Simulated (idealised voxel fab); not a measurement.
process module | voxel ribs on slabs
cross-section cut | 175 nm wide | cells 5 nm
A cross-section is a grid of square cells, given in bands from the top down. A band is one or more rows of cells.
Each band's line starts with the height of the band's top and of its bottom, in nm. Then come its materials from left to right, each with its width in nm. One material with "throughout" fills the band from edge to edge. "air" is empty space.
Height 0 is the level under which the wafer as received is all one material. The lowest band goes on downwards, as in "0 down".
A width such as "30 to 40" changes by the same amount from each row of cells to the next, from the band's top row to its bottom row.
"no change" after a step means that no cell of the cross-section changed.
closed voids: empty space of 8 cells or more with no open way to the top, each as width x height at its distance from the left edge, in nm
after a step's settings: what the simulator itself notes on the step
overlay nm, on a step with a mask: how far to the right of its planned place the mask lay; to the left if negative
plan
1 op RECEIVE | material Si
2 op DIRECTIONAL_DEP | material SiO2 | thk nm 25
3 op DIRECTIONAL_DEP | material polySi | thk nm 15
4 op DIRECTIONAL_DEP | material aC | thk nm 10
5 op PATTERN | tone cover | mask id RIB | material resist | width nm 20 | thk nm 25 | overlay nm 0
6 op DIRECTIONAL_ETCH | etch materials aC | depth nm 10
7 op STRIP | etch materials resist
8 op DIRECTIONAL_ETCH | etch materials polySi | depth nm 10
9 op STRIP | etch materials aC
10 op PATTERN | tone cover | mask id SLAB | material resist | width nm 70 | thk nm 15 | overlay nm 0
11 op DIRECTIONAL_ETCH | etch materials polySi | depth nm 5
12 op STRIP | etch materials resist
13 op FILL_DEP | material SiO2 | thk nm 25
14 op CMP | height nm 60
15 op DIRECTIONAL_DEP | material TiN | thk nm 10
16 op DIRECTIONAL_DEP | material aC | thk nm 15
17 op PATTERN | tone cover | mask id HEATER | material resist | width nm 30 | thk nm 35 | overlay nm 0
18 op DIRECTIONAL_ETCH | etch materials aC | depth nm 15
19 op STRIP | etch materials resist
20 op DIRECTIONAL_ETCH | etch materials TiN | depth nm 10
21 op STRIP | etch materials aC
22 op CONFORMAL_DEP | material SiO2 | thk nm 5
first wafer, as planned
as received, after step 1
  0 down: Si throughout
  closed voids: none
after step 2
  25 to 0: SiO2 throughout
  below 0: unchanged
after step 3
  40 to 25: polySi throughout
  below 25: unchanged
after step 4
  50 to 40: aC throughout
  below 40: unchanged
after step 5
  75 to 50: air 75 | resist 20 | air 80
  below 50: unchanged
after step 6
  65 to 50: air 75 | resist 20 | air 80
  50 to 40: air 75 | aC 20 | air 80
  below 40: unchanged
after step 7
  50 to 40: air 75 | aC 20 | air 80
  below 40: unchanged
after step 8
  50 to 40: air 75 | aC 20 | air 80
  40 to 30: air 75 | polySi 20 | air 80
  below 30: unchanged
after step 9
  40 to 30: air 75 | polySi 20 | air 80
  below 30: unchanged
after step 10
  55 to 40: air 50 | resist 70 | air 55
  40 to 30: air 50 | resist 25 | polySi 20 | resist 25 | air 55
  below 30: unchanged
after step 11
  55 to 40: air 50 | resist 70 | air 55
  40 to 30: air 50 | resist 25 | polySi 20 | resist 25 | air 55
  30 to 25: air 50 | polySi 70 | air 55
  below 25: unchanged
after step 12
  40 to 30: air 75 | polySi 20 | air 80
  below 30: unchanged
after step 13
  65 to 40: SiO2 throughout
  40 to 30: SiO2 75 | polySi 20 | SiO2 80
  30 to 25: SiO2 50 | polySi 70 | SiO2 55
  below 25: unchanged
after step 14
  60 to 40: SiO2 throughout
  below 40: unchanged
after step 15
  70 to 60: TiN throughout
  below 60: unchanged
after step 16
  85 to 70: aC throughout
  below 70: unchanged
after step 17
  120 to 85: air 70 | resist 30 | air 75
  below 85: unchanged
after step 18
  105 to 85: air 70 | resist 30 | air 75
  85 to 70: air 70 | aC 30 | air 75
  below 70: unchanged
after step 19
  85 to 70: air 70 | aC 30 | air 75
  below 70: unchanged
after step 20
  85 to 70: air 70 | aC 30 | air 75
  70 to 60: air 70 | TiN 30 | air 75
  below 60: unchanged
after step 21
  70 to 60: air 70 | TiN 30 | air 75
  below 60: unchanged
after step 22
  75 to 70: air 65 | SiO2 40 | air 70
  70 to 65: air 65 | SiO2 5 | TiN 30 | SiO2 5 | air 70
  65 to 60: SiO2 70 | TiN 30 | SiO2 75
  below 60: unchanged
second wafer: like start, like plan, one mistake. Through step 1 it matches the first wafer
when step 2 should have ended
  15 to 0: polySi throughout
  below 0: unchanged
when step 3 should have ended
  40 to 15: SiO2 throughout
  below 15: unchanged
when step 4 should have ended
  50 to 40: aC throughout
  below 40: unchanged
when step 5 should have ended
  75 to 50: air 75 | resist 20 | air 80
  below 50: unchanged
when step 6 should have ended
  65 to 50: air 75 | resist 20 | air 80
  50 to 40: air 75 | aC 20 | air 80
  below 40: unchanged
when step 7 should have ended
  50 to 40: air 75 | aC 20 | air 80
  below 40: unchanged
when step 8 should have ended: no change
when step 9 should have ended
  40 to 15: SiO2 throughout
  below 15: unchanged
when step 10 should have ended
  55 to 40: air 50 | resist 70 | air 55
  below 40: unchanged
when step 11 should have ended: no change
when step 12 should have ended
  40 to 15: SiO2 throughout
  below 15: unchanged
when step 13 should have ended
  65 to 15: SiO2 throughout
  below 15: unchanged
when step 14 should have ended
  60 to 15: SiO2 throughout
  below 15: unchanged
when step 15 should have ended
  70 to 60: TiN throughout
  below 60: unchanged
when step 16 should have ended
  85 to 70: aC throughout
  below 70: unchanged
when step 17 should have ended
  120 to 85: air 70 | resist 30 | air 75
  below 85: unchanged
when step 18 should have ended
  105 to 85: air 70 | resist 30 | air 75
  85 to 70: air 70 | aC 30 | air 75
  below 70: unchanged
when step 19 should have ended
  85 to 70: air 70 | aC 30 | air 75
  below 70: unchanged
when step 20 should have ended
  85 to 70: air 70 | aC 30 | air 75
  70 to 60: air 70 | TiN 30 | air 75
  below 60: unchanged
when step 21 should have ended
  70 to 60: air 70 | TiN 30 | air 75
  below 60: unchanged
when step 22 should have ended
  75 to 70: air 65 | SiO2 40 | air 70
  70 to 65: air 65 | SiO2 5 | TiN 30 | SiO2 5 | air 70
  65 to 60: SiO2 70 | TiN 30 | SiO2 75
  below 60: unchanged
what went wrong: steps 2 and 3 were swapped
at the end the second wafer has, in cells: 83 fewer of SiO2 | 83 more of polySi
